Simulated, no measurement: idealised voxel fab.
Proc. module: voxel wiring stack
Shown is cross-section cut, with a width of 200 nm and square cells of size 5 nm.
Bands, listed from the top down, are how a cross-section gets written in this document; the cross-section itself is a grid of square cells, and a band is one or more rows of them.
Each band's line starts with the height of the band's top and of its bottom, in nm. Then come its materials from left to right, each with its width in nm. One material with "throughout" fills the band from edge to edge. "blank" is empty space.
Basically, 0 is our baseline, since under it the wafer straight out of the box is all one material. The bottom band has no lower end and keeps on going down, so it looks like "0 and below".
Top row gets the first number, bottom row gets the second, and each row in between changes by the same step: that is how a band width like "30->40" works.
You'll sometimes find "nothing changed" written for a step, and that's the way of saying that nowhere in the cross-section did a cell change during that step.
Empty spaces counting at least 8 cells and having no open way to the top are listed in "Enclosed internal cavities". The notation width x height at distance is used for each, the distance being from the left edge and all three values in nm.
On each step's line, the part that comes after the settings is the simulator's own comment on the step.
overlay nm: how far to the right of its planned place the mask lay on this masked step (negative: to the left).
Everything after this point is organized in pairs: a cross-section before one process step, a cross-section after it that shows only as deep as the lowest changed band, and, under the pair, the intervening step with its settings. Because different runs of this module on the same starting wafer can supply different pairs, a pair continues from the pair above it only if its entry headed "State before" says so.

State before
    125 down to 110  blank 60, then Ru 25, then blank 25, then Ru 25, then blank 65
    110 down to 105  TiN throughout
    105 down to 90  lowk 60, then TiN 5, then Cu 5, then TiN 5, then lowk 125
    90 down to 85  SiCN 60, then TiN 15, then SiCN 125
    85 down to 80  SiO2 55, then SiN 35, then SiO2 15, then SiN 35, then SiO2 60
    80 down to 60  SiO2 55, then SiN 5, then Ru 25, then SiN 5, then SiO2 15, then SiN 5, then Ru 25, then SiN 5, then SiO2 60
    60 down to 55  SiN 60, then TiN 25, then SiN 25, then TiN 25, then SiN 65
    55 down to 35  SiO2 60, then Ru 15, then SiO2 35, then Ru 15, then SiO2 75
    35 down to 30  SiCN 60, then Ru 15, then SiCN 35, then Ru 15, then SiCN 75
    30 down to 20  SiO2 55, then SiCN 5, then Ru 25, then SiCN 5, then SiO2 15, then SiCN 5, then Ru 25, then SiCN 5, then SiO2 60
    20 down to 15  SiCN 60, then TiN 25, then SiCN 25, then TiN 25, then SiCN 65
    15 down to 0  SiO2 throughout
    0 and below  Si throughout
    Enclosed internal cavities: none

Result of Step
    125 down to 110  blank 60, then Ru 25, then blank 25, then Ru 25, then blank 65
    110 down to 105  blank 60, then TiN 25, then blank 25, then TiN 25, then blank 65
    Below 105, the layers are the same as they were.
    Enclosed internal cavities: none
The structure shown above changes from one cross-section to the other through op MASKED_ETCH | tone cover | mask id METAL_3 | width nm 25 | pitch nm 50 | etch materials TiN | depth nm 5 | overlay nm 0

State before: This step starts from the configuration shown after the step in the pair immediately above.

Result of Step
    130 down to 125  blank 55, then SiCN 35, then blank 15, then SiCN 35, then blank 60
    125 down to 110  blank 55, then SiCN 5, then Ru 25, then SiCN 5, then blank 15, then SiCN 5, then Ru 25, then SiCN 5, then blank 60
    110 down to 105  SiCN 60, then TiN 25, then SiCN 25, then TiN 25, then SiCN 65
    Below 105, the layers are the same as they were.
    Enclosed internal cavities: none
The structure shown above changes from one cross-section to the other through op CONFORMAL_DEP | material SiCN | thk nm 5

State before: This step starts from the configuration shown after the step in the pair immediately above.

Result of Step
    140 down to 130  lowk throughout
    130 down to 125  lowk 55, then SiCN 35, then lowk 15, then SiCN 35, then lowk 60
    125 down to 110  lowk 55, then SiCN 5, then Ru 25, then SiCN 5, then lowk 15, then SiCN 5, then Ru 25, then SiCN 5, then lowk 60
    Below 110, the layers are the same as they were.
    Enclosed internal cavities: none
The structure shown above changes from one cross-section to the other through op FILL_DEP | material lowk | thk nm 10

State before: This step starts from the configuration shown after the step in the pair immediately above.

Result of Step
    125 down to 110  lowk 55, then SiCN 5, then Ru 25, then SiCN 5, then lowk 15, then SiCN 5, then Ru 25, then SiCN 5, then lowk 60
    Below 110, the layers are the same as they were.
    Enclosed internal cavities: none
The structure shown above changes from one cross-section to the other through op CMP | height nm 125

State before: This step starts from the configuration shown after the step in the pair immediately above.

Result of Step
    130 down to 125  SiCN throughout
    Below 125, the layers are the same as they were.
    Enclosed internal cavities: none
The structure shown above changes from one cross-section to the other through op CONFORMAL_DEP | material SiCN | thk nm 5

State before
    105 down to 90  lowk throughout
    90 down to 85  SiCN throughout
    85 down to 65  SiO2 55, then SiN 5, then Ru 25, then SiN 5, then SiO2 15, then SiN 5, then Ru 25, then SiN 5, then SiO2 60
    65 down to 60  SiN 60, then TiN 25, then SiN 25, then TiN 25, then SiN 65
    60 down to 40  SiO2 60, then Ru 15, then SiO2 35, then Ru 15, then SiO2 75
    40 down to 35  SiCN 60, then Ru 15, then SiCN 35, then Ru 15, then SiCN 75
    35 down to 20  SiO2 55, then SiCN 5, then Ru 25, then SiCN 5, then SiO2 15, then SiCN 5, then Ru 25, then SiCN 5, then SiO2 60
    20 down to 15  SiCN 60, then TiN 25, then SiCN 25, then TiN 25, then SiCN 65
    15 down to 0  SiO2 throughout
    0 and below  Si throughout
    Enclosed internal cavities: none

Result of Step
    120 down to 105  resist 60, then blank 20, then resist 120
    Below 105, the layers are the same as they were.
    Enclosed internal cavities: none
The structure shown above changes from one cross-section to the other through op PATTERN | tone open | mask id PLUG_2 | material resist | width nm 20 | thk nm 15 | overlay nm 0

State before: This step starts from the configuration shown after the step in the pair immediately above.

Result of Step
    120 down to 105  resist 60, then blank 20, then resist 120
    105 down to 90  lowk 60, then blank 20, then lowk 120
    Below 90, the layers are the same as they were.
    Enclosed internal cavities: none
The structure shown above changes from one cross-section to the other through op DIRECTIONAL_ETCH | etch materials lowk | depth nm 15

State before: This step starts from the configuration shown after the step in the pair immediately above.

Result of Step
    120 down to 105  resist 60, then blank 20, then resist 120
    105 down to 90  lowk 60, then blank 20, then lowk 120
    90 down to 85  SiCN 60, then blank 20, then SiCN 120
    Below 85, the layers are the same as they were.
    Enclosed internal cavities: none
The structure shown above changes from one cross-section to the other through op DIRECTIONAL_ETCH | etch materials SiCN | depth nm 5

State before: This step starts from the configuration shown after the step in the pair immediately above.

Result of Step
    105 down to 90  lowk 60, then blank 20, then lowk 120
    Below 90, the layers are the same as they were.
    Enclosed internal cavities: none
The structure shown above changes from one cross-section to the other through op STRIP | etch materials resist

State before: This step starts from the configuration shown after the step in the pair immediately above.

Result of Step
    110 down to 105  TiN 65, then blank 10, then TiN 125
    105 down to 90  lowk 60, then TiN 5, then blank 10, then TiN 5, then lowk 120
    90 down to 85  SiCN 60, then TiN 20, then SiCN 120
    Below 85, the layers are the same as they were.
    Enclosed internal cavities: none
The structure shown above changes from one cross-section to the other through op CONFORMAL_DEP | material TiN | thk nm 5

State before: This step starts from the configuration shown after the step in the pair immediately above.

Result of Step
    120 down to 110  Cu throughout
    110 down to 105  TiN 65, then Cu 10, then TiN 125
    105 down to 90  lowk 60, then TiN 5, then Cu 10, then TiN 5, then lowk 120
    Below 90, the layers are the same as they were.
    Enclosed internal cavities: none
The structure shown above changes from one cross-section to the other through op FILL_DEP | material Cu | thk nm 10

State before: This step starts from the configuration shown after the step in the pair immediately above.

Result of Step
    105 down to 90  lowk 60, then TiN 5, then Cu 10, then TiN 5, then lowk 120
    Below 90, the layers are the same as they were.
    Enclosed internal cavities: none
The structure shown above changes from one cross-section to the other through op CMP | height nm 105

State before: This step starts from the configuration shown after the step in the pair immediately above.

Result of Step
    110 down to 105  TiN throughout
    Below 105, the layers are the same as they were.
    Enclosed internal cavities: none
The structure shown above changes from one cross-section to the other through op DIRECTIONAL_DEP | material TiN | thk nm 5

State before: This step starts from the configuration shown after the step in the pair immediately above.

Result of Step
    125 down to 110  Ru throughout
    Below 110, the layers are the same as they were.
    Enclosed internal cavities: none
The structure shown above changes from one cross-section to the other through op DIRECTIONAL_DEP | material Ru | thk nm 15

State before: This step starts from the configuration shown after the step in the pair immediately above.

Result of Step
    125 down to 110  blank 60, then Ru 25, then blank 25, then Ru 25, then blank 65
    Below 110, the layers are the same as they were.
    Enclosed internal cavities: none
The structure shown above changes from one cross-section to the other through op MASKED_ETCH | tone cover | mask id METAL_3 | width nm 25 | pitch nm 50 | etch materials Ru | depth nm 15 | overlay nm 0

State before: This step starts from the configuration shown after the step in the pair immediately above.

Result of Step
    125 down to 110  blank 60, then Ru 25, then blank 25, then Ru 25, then blank 65
    110 down to 105  blank 60, then TiN 25, then blank 25, then TiN 25, then blank 65
    Below 105, the layers are the same as they were.
    Enclosed internal cavities: none
The structure shown above changes from one cross-section to the other through op MASKED_ETCH | tone cover | mask id METAL_3 | width nm 25 | pitch nm 50 | etch materials TiN | depth nm 5 | overlay nm 0

State before: This step starts from the configuration shown after the step in the pair immediately above.

Result of Step
    130 down to 125  blank 55, then SiCN 35, then blank 15, then SiCN 35, then blank 60
    125 down to 110  blank 55, then SiCN 5, then Ru 25, then SiCN 5, then blank 15, then SiCN 5, then Ru 25, then SiCN 5, then blank 60
    110 down to 105  SiCN 60, then TiN 25, then SiCN 25, then TiN 25, then SiCN 65
    Below 105, the layers are the same as they were.
    Enclosed internal cavities: none
The structure shown above changes from one cross-section to the other through op CONFORMAL_DEP | material SiCN | thk nm 5

State before: This step starts from the configuration shown after the step in the pair immediately above.

Result of Step
    140 down to 130  lowk throughout
    130 down to 125  lowk 55, then SiCN 35, then lowk 15, then SiCN 35, then lowk 60
    125 down to 110  lowk 55, then SiCN 5, then Ru 25, then SiCN 5, then lowk 15, then SiCN 5, then Ru 25, then SiCN 5, then lowk 60
    Below 110, the layers are the same as they were.
    Enclosed internal cavities: none
The structure shown above changes from one cross-section to the other through op FILL_DEP | material lowk | thk nm 10

State before: This step starts from the configuration shown after the step in the pair immediately above.

Result of Step
    125 down to 110  lowk 55, then SiCN 5, then Ru 25, then SiCN 5, then lowk 15, then SiCN 5, then Ru 25, then SiCN 5, then lowk 60
    Below 110, the layers are the same as they were.
    Enclosed internal cavities: none
The structure shown above changes from one cross-section to the other through op CMP | height nm 125

State before: This step starts from the configuration shown after the step in the pair immediately above.

Result of Step
    130 down to 125  SiCN throughout
    Below 125, the layers are the same as they were.
    Enclosed internal cavities: none
The structure shown above changes from one cross-section to the other through op CONFORMAL_DEP | material SiCN | thk nm 5

State before
    85 down to 65  blank 60, then Ru 25, then blank 25, then Ru 25, then blank 65
    65 down to 60  TiN throughout
    60 down to 40  SiO2 60, then Ru 15, then SiO2 35, then Ru 15, then SiO2 75
    40 down to 35  SiCN 60, then Ru 15, then SiCN 35, then Ru 15, then SiCN 75
    35 down to 20  SiO2 55, then SiCN 5, then Ru 25, then SiCN 5, then SiO2 15, then SiCN 5, then Ru 25, then SiCN 5, then SiO2 60
    20 down to 15  SiCN 60, then TiN 25, then SiCN 25, then TiN 25, then SiCN 65
    15 down to 0  SiO2 throughout
    0 and below  Si throughout
    Enclosed internal cavities: none

Result of Step
    85 down to 65  blank 60, then Ru 25, then blank 25, then Ru 25, then blank 65
    65 down to 60  blank 60, then TiN 35, then blank 15, then TiN 35, then blank 55
    Below 60, the layers are the same as they were.
    Enclosed internal cavities: none
The structure shown above changes from one cross-section to the other through op MASKED_ETCH | tone cover | mask id METAL_2 | width nm 25 | pitch nm 50 | etch materials TiN | depth nm 5 | overlay nm 10

State before: This step starts from the configuration shown after the step in the pair immediately above.

Result of Step
    90 down to 85  blank 55, then SiN 35, then blank 15, then SiN 35, then blank 60
    85 down to 70  blank 55, then SiN 5, then Ru 25, then SiN 5, then blank 15, then SiN 5, then Ru 25, then SiN 5, then blank 60
    70 down to 65  blank 55, then SiN 5, then Ru 25, then SiN 15, then blank 5, then SiN 5, then Ru 25, then SiN 15, then blank 50
    65 down to 60  SiN 60, then TiN 35, then SiN 15, then TiN 35, then SiN 55
    Below 60, the layers are the same as they were.
    Enclosed internal cavities: none
The structure shown above changes from one cross-section to the other through op CONFORMAL_DEP | material SiN | thk nm 5

State before: This step starts from the configuration shown after the step in the pair immediately above.

Result of Step
    100 down to 90  SiO2 throughout
    90 down to 85  SiO2 55, then SiN 35, then SiO2 15, then SiN 35, then SiO2 60
    85 down to 70  SiO2 55, then SiN 5, then Ru 25, then SiN 5, then SiO2 15, then SiN 5, then Ru 25, then SiN 5, then SiO2 60
    70 down to 65  SiO2 55, then SiN 5, then Ru 25, then SiN 15, then SiO2 5, then SiN 5, then Ru 25, then SiN 15, then SiO2 50
    Below 65, the layers are the same as they were.
    Enclosed internal cavities: none
The structure shown above changes from one cross-section to the other through op FILL_DEP | material SiO2 | thk nm 10

State before: This step starts from the configuration shown after the step in the pair immediately above.

Result of Step
    85 down to 70  SiO2 55, then SiN 5, then Ru 25, then SiN 5, then SiO2 15, then SiN 5, then Ru 25, then SiN 5, then SiO2 60
    Below 70, the layers are the same as they were.
    Enclosed internal cavities: none
The structure shown above changes from one cross-section to the other through op CMP | height nm 85

State before: This step starts from the configuration shown after the step in the pair immediately above.

Result of Step
    90 down to 85  SiCN throughout
    Below 85, the layers are the same as they were.
    Enclosed internal cavities: none
The structure shown above changes from one cross-section to the other through op CONFORMAL_DEP | material SiCN | thk nm 5

State before: This step starts from the configuration shown after the step in the pair immediately above.

Result of Step
    105 down to 90  lowk throughout
    Below 90, the layers are the same as they were.
    Enclosed internal cavities: none
The structure shown above changes from one cross-section to the other through op DIRECTIONAL_DEP | material lowk | thk nm 15

State before: This step starts from the configuration shown after the step in the pair immediately above.

Result of Step
    120 down to 105  resist 60, then blank 15, then resist 125
    Below 105, the layers are the same as they were.
    Enclosed internal cavities: none
The structure shown above changes from one cross-section to the other through op PATTERN | tone open | mask id PLUG_2 | material resist | width nm 15 | thk nm 15 | overlay nm 0

State before: This step starts from the configuration shown after the step in the pair immediately above.

Result of Step
    120 down to 105  resist 60, then blank 15, then resist 125
    105 down to 90  lowk 60, then blank 15, then lowk 125
    Below 90, the layers are the same as they were.
    Enclosed internal cavities: none
The structure shown above changes from one cross-section to the other through op DIRECTIONAL_ETCH | etch materials lowk | depth nm 15

State before: This step starts from the configuration shown after the step in the pair immediately above.

Result of Step
    120 down to 105  resist 60, then blank 15, then resist 125
    105 down to 90  lowk 60, then blank 15, then lowk 125
    90 down to 85  SiCN 60, then blank 15, then SiCN 125
    Below 85, the layers are the same as they were.
    Enclosed internal cavities: none
The structure shown above changes from one cross-section to the other through op DIRECTIONAL_ETCH | etch materials SiCN | depth nm 5

State before: This step starts from the configuration shown after the step in the pair immediately above.

Result of Step
    105 down to 90  lowk 60, then blank 15, then lowk 125
    Below 90, the layers are the same as they were.
    Enclosed internal cavities: none
The structure shown above changes from one cross-section to the other through op STRIP | etch materials resist

State before: This step starts from the configuration shown after the step in the pair immediately above.

Result of Step
    110 down to 105  TiN 65, then blank 5, then TiN 130
    105 down to 90  lowk 60, then TiN 5, then blank 5, then TiN 5, then lowk 125
    90 down to 85  SiCN 60, then TiN 15, then SiCN 125
    Below 85, the layers are the same as they were.
    Enclosed internal cavities: none
The structure shown above changes from one cross-section to the other through op CONFORMAL_DEP | material TiN | thk nm 5

State before: This step starts from the configuration shown after the step in the pair immediately above.

Result of Step
    120 down to 110  Cu throughout
    110 down to 105  TiN 65, then Cu 5, then TiN 130
    105 down to 90  lowk 60, then TiN 5, then Cu 5, then TiN 5, then lowk 125
    Below 90, the layers are the same as they were.
    Enclosed internal cavities: none
The structure shown above changes from one cross-section to the other through op FILL_DEP | material Cu | thk nm 10

State before: This step starts from the configuration shown after the step in the pair immediately above.

Result of Step
    105 down to 90  lowk 60, then TiN 5, then Cu 5, then TiN 5, then lowk 125
    Below 90, the layers are the same as they were.
    Enclosed internal cavities: none
The structure shown above changes from one cross-section to the other through op CMP | height nm 105

State before: This step starts from the configuration shown after the step in the pair immediately above.

Result of Step
    110 down to 105  TiN throughout
    Below 105, the layers are the same as they were.
    Enclosed internal cavities: none
The structure shown above changes from one cross-section to the other through op DIRECTIONAL_DEP | material TiN | thk nm 5

State before: This step starts from the configuration shown after the step in the pair immediately above.

Result of Step
    125 down to 110  Ru throughout
    Below 110, the layers are the same as they were.
    Enclosed internal cavities: none
The structure shown above changes from one cross-section to the other through op DIRECTIONAL_DEP | material Ru | thk nm 15

State before: This step starts from the configuration shown after the step in the pair immediately above.

Result of Step
    125 down to 110  blank 60, then Ru 25, then blank 25, then Ru 25, then blank 65
    Below 110, the layers are the same as they were.
    Enclosed internal cavities: none
The structure shown above changes from one cross-section to the other through op MASKED_ETCH | tone cover | mask id METAL_3 | width nm 25 | pitch nm 50 | etch materials Ru | depth nm 15 | overlay nm 0

State before: This step starts from the configuration shown after the step in the pair immediately above.

Result of Step
    125 down to 110  blank 60, then Ru 25, then blank 25, then Ru 25, then blank 65
    110 down to 105  blank 60, then TiN 25, then blank 25, then TiN 25, then blank 65
    Below 105, the layers are the same as they were.
    Enclosed internal cavities: none
The structure shown above changes from one cross-section to the other through op MASKED_ETCH | tone cover | mask id METAL_3 | width nm 25 | pitch nm 50 | etch materials TiN | depth nm 5 | overlay nm 0

State before: This step starts from the configuration shown after the step in the pair immediately above.

Result of Step
    130 down to 125  blank 55, then SiCN 35, then blank 15, then SiCN 35, then blank 60
    125 down to 110  blank 55, then SiCN 5, then Ru 25, then SiCN 5, then blank 15, then SiCN 5, then Ru 25, then SiCN 5, then blank 60
    110 down to 105  SiCN 60, then TiN 25, then SiCN 25, then TiN 25, then SiCN 65
    Below 105, the layers are the same as they were.
    Enclosed internal cavities: none
The structure shown above changes from one cross-section to the other through op CONFORMAL_DEP | material SiCN | thk nm 5

State before: This step starts from the configuration shown after the step in the pair immediately above.

Result of Step
    140 down to 130  lowk throughout
    130 down to 125  lowk 55, then SiCN 35, then lowk 15, then SiCN 35, then lowk 60
    125 down to 110  lowk 55, then SiCN 5, then Ru 25, then SiCN 5, then lowk 15, then SiCN 5, then Ru 25, then SiCN 5, then lowk 60
    Below 110, the layers are the same as they were.
    Enclosed internal cavities: none
The structure shown above changes from one cross-section to the other through op FILL_DEP | material lowk | thk nm 10

State before: This step starts from the configuration shown after the step in the pair immediately above.

Result of Step
    125 down to 110  lowk 55, then SiCN 5, then Ru 25, then SiCN 5, then lowk 15, then SiCN 5, then Ru 25, then SiCN 5, then lowk 60
    Below 110, the layers are the same as they were.
    Enclosed internal cavities: none
The structure shown above changes from one cross-section to the other through op CMP | height nm 125

State before: This step starts from the configuration shown after the step in the pair immediately above.

Result of Step
    130 down to 125  SiCN throughout
    Below 125, the layers are the same as they were.
    Enclosed internal cavities: none
The structure shown above changes from one cross-section to the other through op CONFORMAL_DEP | material SiCN | thk nm 5

State before
    105 down to 90  lowk 60, then TiN 5, then Cu 5, then TiN 5, then lowk 125
    90 down to 85  SiCN 60, then TiN 15, then SiCN 125
    85 down to 65  SiO2 55, then SiN 5, then Ru 25, then SiN 5, then SiO2 15, then SiN 5, then Ru 25, then SiN 5, then SiO2 60
    65 down to 60  SiN 60, then TiN 25, then SiN 25, then TiN 25, then SiN 65
    60 down to 40  SiO2 60, then Ru 15, then SiO2 35, then Ru 15, then SiO2 75
    40 down to 35  SiCN 60, then Ru 15, then SiCN 35, then Ru 15, then SiCN 75
    35 down to 20  SiO2 55, then SiCN 5, then Ru 25, then SiCN 5, then SiO2 15, then SiCN 5, then Ru 25, then SiCN 5, then SiO2 60
    20 down to 15  SiCN 60, then TiN 25, then SiCN 25, then TiN 25, then SiCN 65
    15 down to 0  SiO2 throughout
    0 and below  Si throughout
    Enclosed internal cavities: none

Result of Step
    110 down to 105  aC throughout
    Below 105, the layers are the same as they were.
    Enclosed internal cavities: none
The structure shown above changes from one cross-section to the other through op DIRECTIONAL_DEP | material aC | thk nm 5

State before: This step starts from the configuration shown after the step in the pair immediately above.

Result of Step
    125 down to 110  Ru throughout
    Below 110, the layers are the same as they were.
    Enclosed internal cavities: none
The structure shown above changes from one cross-section to the other through op DIRECTIONAL_DEP | material Ru | thk nm 15

State before: This step starts from the configuration shown after the step in the pair immediately above.

Result of Step
    125 down to 110  blank 60, then Ru 25, then blank 25, then Ru 25, then blank 65
    Below 110, the layers are the same as they were.
    Enclosed internal cavities: none
The structure shown above changes from one cross-section to the other through op MASKED_ETCH | tone cover | mask id METAL_3 | width nm 25 | pitch nm 50 | etch materials Ru | depth nm 15 | overlay nm 0

State before: This step starts from the configuration shown after the step in the pair immediately above.

Result of Step
    130 down to 125  blank 55, then SiCN 35, then blank 15, then SiCN 35, then blank 60
    125 down to 115  blank 55, then SiCN 5, then Ru 25, then SiCN 5, then blank 15, then SiCN 5, then Ru 25, then SiCN 5, then blank 60
    115 down to 110  SiCN 60, then Ru 25, then SiCN 25, then Ru 25, then SiCN 65
    Below 110, the layers are the same as they were.
    Enclosed internal cavities: none
The structure shown above changes from one cross-section to the other through op CONFORMAL_DEP | material SiCN | thk nm 5

State before: This step starts from the configuration shown after the step in the pair immediately above.

Result of Step
    140 down to 130  lowk throughout
    130 down to 125  lowk 55, then SiCN 35, then lowk 15, then SiCN 35, then lowk 60
    125 down to 115  lowk 55, then SiCN 5, then Ru 25, then SiCN 5, then lowk 15, then SiCN 5, then Ru 25, then SiCN 5, then lowk 60
    Below 115, the layers are the same as they were.
    Enclosed internal cavities: none
The structure shown above changes from one cross-section to the other through op FILL_DEP | material lowk | thk nm 10

State before: This step starts from the configuration shown after the step in the pair immediately above.

Result of Step
    125 down to 115  lowk 55, then SiCN 5, then Ru 25, then SiCN 5, then lowk 15, then SiCN 5, then Ru 25, then SiCN 5, then lowk 60
    Below 115, the layers are the same as they were.
    Enclosed internal cavities: none
The structure shown above changes from one cross-section to the other through op CMP | height nm 125

State before: This step starts from the configuration shown after the step in the pair immediately above.

Result of Step
    130 down to 125  SiCN throughout
    Below 125, the layers are the same as they were.
    Enclosed internal cavities: none
The structure shown above changes from one cross-section to the other through op CONFORMAL_DEP | material SiCN | thk nm 5

State before
    85 down to 65  Ru throughout
    65 down to 60  TiN throughout
    60 down to 40  SiO2 60, then Ru 15, then SiO2 35, then Ru 15, then SiO2 75
    40 down to 35  SiCN 60, then Ru 15, then SiCN 35, then Ru 15, then SiCN 75
    35 down to 20  SiO2 55, then SiCN 5, then Ru 25, then SiCN 5, then SiO2 15, then SiCN 5, then Ru 25, then SiCN 5, then SiO2 60
    20 down to 15  SiCN 60, then TiN 25, then SiCN 25, then TiN 25, then SiCN 65
    15 down to 0  SiO2 throughout
    0 and below  Si throughout
    Enclosed internal cavities: none

Result of Step
    85 down to 65  Ru 60, then blank 25, then Ru 25, then blank 25, then Ru 65
    Below 65, the layers are the same as they were.
    Enclosed internal cavities: none
The structure shown above changes from one cross-section to the other through op MASKED_ETCH | tone open | mask id METAL_2 | width nm 25 | pitch nm 50 | etch materials Ru | depth nm 20 | overlay nm 0

State before: This step starts from the configuration shown after the step in the pair immediately above.

Result of Step
    90 down to 85  SiN 65, then blank 15, then SiN 35, then blank 15, then SiN 70
    85 down to 70  Ru 60, then SiN 5, then blank 15, then SiN 5, then Ru 25, then SiN 5, then blank 15, then SiN 5, then Ru 65
    70 down to 65  Ru 60, then SiN 25, then Ru 25, then SiN 25, then Ru 65
    Below 65, the layers are the same as they were.
    Enclosed internal cavities: none
The structure shown above changes from one cross-section to the other through op CONFORMAL_DEP | material SiN | thk nm 5

State before: This step starts from the configuration shown after the step in the pair immediately above.

Result of Step
    100 down to 90  SiO2 throughout
    90 down to 85  SiN 65, then SiO2 15, then SiN 35, then SiO2 15, then SiN 70
    85 down to 70  Ru 60, then SiN 5, then SiO2 15, then SiN 5, then Ru 25, then SiN 5, then SiO2 15, then SiN 5, then Ru 65
    Below 70, the layers are the same as they were.
    Enclosed internal cavities: none
The structure shown above changes from one cross-section to the other through op FILL_DEP | material SiO2 | thk nm 10

State before: This step starts from the configuration shown after the step in the pair immediately above.

Result of Step
    85 down to 70  Ru 60, then SiN 5, then SiO2 15, then SiN 5, then Ru 25, then SiN 5, then SiO2 15, then SiN 5, then Ru 65
    Below 70, the layers are the same as they were.
    Enclosed internal cavities: none
The structure shown above changes from one cross-section to the other through op CMP | height nm 85

State before: This step starts from the configuration shown after the step in the pair immediately above.

Result of Step
    90 down to 85  SiCN throughout
    Below 85, the layers are the same as they were.
    Enclosed internal cavities: none
The structure shown above changes from one cross-section to the other through op CONFORMAL_DEP | material SiCN | thk nm 5

State before: This step starts from the configuration shown after the step in the pair immediately above.

Result of Step
    105 down to 90  lowk throughout
    Below 90, the layers are the same as they were.
    Enclosed internal cavities: none
The structure shown above changes from one cross-section to the other through op DIRECTIONAL_DEP | material lowk | thk nm 15

State before: This step starts from the configuration shown after the step in the pair immediately above.

Result of Step
    120 down to 105  resist 60, then blank 15, then resist 125
    Below 105, the layers are the same as they were.
    Enclosed internal cavities: none
The structure shown above changes from one cross-section to the other through op PATTERN | tone open | mask id PLUG_2 | material resist | width nm 15 | thk nm 15 | overlay nm 0

State before: This step starts from the configuration shown after the step in the pair immediately above.

Result of Step
    120 down to 105  resist 60, then blank 15, then resist 125
    105 down to 90  lowk 60, then blank 15, then lowk 125
    Below 90, the layers are the same as they were.
    Enclosed internal cavities: none
The structure shown above changes from one cross-section to the other through op DIRECTIONAL_ETCH | etch materials lowk | depth nm 15

State before: This step starts from the configuration shown after the step in the pair immediately above.

Result of Step
    120 down to 105  resist 60, then blank 15, then resist 125
    105 down to 90  lowk 60, then blank 15, then lowk 125
    90 down to 85  SiCN 60, then blank 15, then SiCN 125
    Below 85, the layers are the same as they were.
    Enclosed internal cavities: none
The structure shown above changes from one cross-section to the other through op DIRECTIONAL_ETCH | etch materials SiCN | depth nm 5

State before: This step starts from the configuration shown after the step in the pair immediately above.

Result of Step
    105 down to 90  lowk 60, then blank 15, then lowk 125
    Below 90, the layers are the same as they were.
    Enclosed internal cavities: none
The structure shown above changes from one cross-section to the other through op STRIP | etch materials resist

State before: This step starts from the configuration shown after the step in the pair immediately above.

Result of Step
    110 down to 105  TiN 65, then blank 5, then TiN 130
    105 down to 90  lowk 60, then TiN 5, then blank 5, then TiN 5, then lowk 125
    90 down to 85  SiCN 60, then TiN 15, then SiCN 125
    Below 85, the layers are the same as they were.
    Enclosed internal cavities: none
The structure shown above changes from one cross-section to the other through op CONFORMAL_DEP | material TiN | thk nm 5

State before: This step starts from the configuration shown after the step in the pair immediately above.

Result of Step
    120 down to 110  Cu throughout
    110 down to 105  TiN 65, then Cu 5, then TiN 130
    105 down to 90  lowk 60, then TiN 5, then Cu 5, then TiN 5, then lowk 125
    Below 90, the layers are the same as they were.
    Enclosed internal cavities: none
The structure shown above changes from one cross-section to the other through op FILL_DEP | material Cu | thk nm 10

State before: This step starts from the configuration shown after the step in the pair immediately above.

Result of Step
    105 down to 90  lowk 60, then TiN 5, then Cu 5, then TiN 5, then lowk 125
    Below 90, the layers are the same as they were.
    Enclosed internal cavities: none
The structure shown above changes from one cross-section to the other through op CMP | height nm 105

State before: This step starts from the configuration shown after the step in the pair immediately above.

Result of Step
    110 down to 105  TiN throughout
    Below 105, the layers are the same as they were.
    Enclosed internal cavities: none
The structure shown above changes from one cross-section to the other through op DIRECTIONAL_DEP | material TiN | thk nm 5

State before: This step starts from the configuration shown after the step in the pair immediately above.

Result of Step
    125 down to 110  Ru throughout
    Below 110, the layers are the same as they were.
    Enclosed internal cavities: none
The structure shown above changes from one cross-section to the other through op DIRECTIONAL_DEP | material Ru | thk nm 15

State before: This step starts from the configuration shown after the step in the pair immediately above.

Result of Step
    125 down to 110  blank 60, then Ru 25, then blank 25, then Ru 25, then blank 65
    Below 110, the layers are the same as they were.
    Enclosed internal cavities: none
The structure shown above changes from one cross-section to the other through op MASKED_ETCH | tone cover | mask id METAL_3 | width nm 25 | pitch nm 50 | etch materials Ru | depth nm 15 | overlay nm 0

State before: This step starts from the configuration shown after the step in the pair immediately above.

Result of Step
    125 down to 110  blank 60, then Ru 25, then blank 25, then Ru 25, then blank 65
    110 down to 105  blank 60, then TiN 25, then blank 25, then TiN 25, then blank 65
    Below 105, the layers are the same as they were.
    Enclosed internal cavities: none
The structure shown above changes from one cross-section to the other through op MASKED_ETCH | tone cover | mask id METAL_3 | width nm 25 | pitch nm 50 | etch materials TiN | depth nm 5 | overlay nm 0

State before: This step starts from the configuration shown after the step in the pair immediately above.

Result of Step
    130 down to 125  blank 55, then SiCN 35, then blank 15, then SiCN 35, then blank 60
    125 down to 110  blank 55, then SiCN 5, then Ru 25, then SiCN 5, then blank 15, then SiCN 5, then Ru 25, then SiCN 5, then blank 60
    110 down to 105  SiCN 60, then TiN 25, then SiCN 25, then TiN 25, then SiCN 65
    Below 105, the layers are the same as they were.
    Enclosed internal cavities: none
The structure shown above changes from one cross-section to the other through op CONFORMAL_DEP | material SiCN | thk nm 5

State before: This step starts from the configuration shown after the step in the pair immediately above.

Result of Step
    140 down to 130  lowk throughout
    130 down to 125  lowk 55, then SiCN 35, then lowk 15, then SiCN 35, then lowk 60
    125 down to 110  lowk 55, then SiCN 5, then Ru 25, then SiCN 5, then lowk 15, then SiCN 5, then Ru 25, then SiCN 5, then lowk 60
    Below 110, the layers are the same as they were.
    Enclosed internal cavities: none
The structure shown above changes from one cross-section to the other through op FILL_DEP | material lowk | thk nm 10

State before: This step starts from the configuration shown after the step in the pair immediately above.

Result of Step
    125 down to 110  lowk 55, then SiCN 5, then Ru 25, then SiCN 5, then lowk 15, then SiCN 5, then Ru 25, then SiCN 5, then lowk 60
    Below 110, the layers are the same as they were.
    Enclosed internal cavities: none
The structure shown above changes from one cross-section to the other through op CMP | height nm 125

State before: This step starts from the configuration shown after the step in the pair immediately above.

Result of Step
    130 down to 125  SiCN throughout
    Below 125, the layers are the same as they were.
    Enclosed internal cavities: none
The structure shown above changes from one cross-section to the other through op CONFORMAL_DEP | material SiCN | thk nm 5
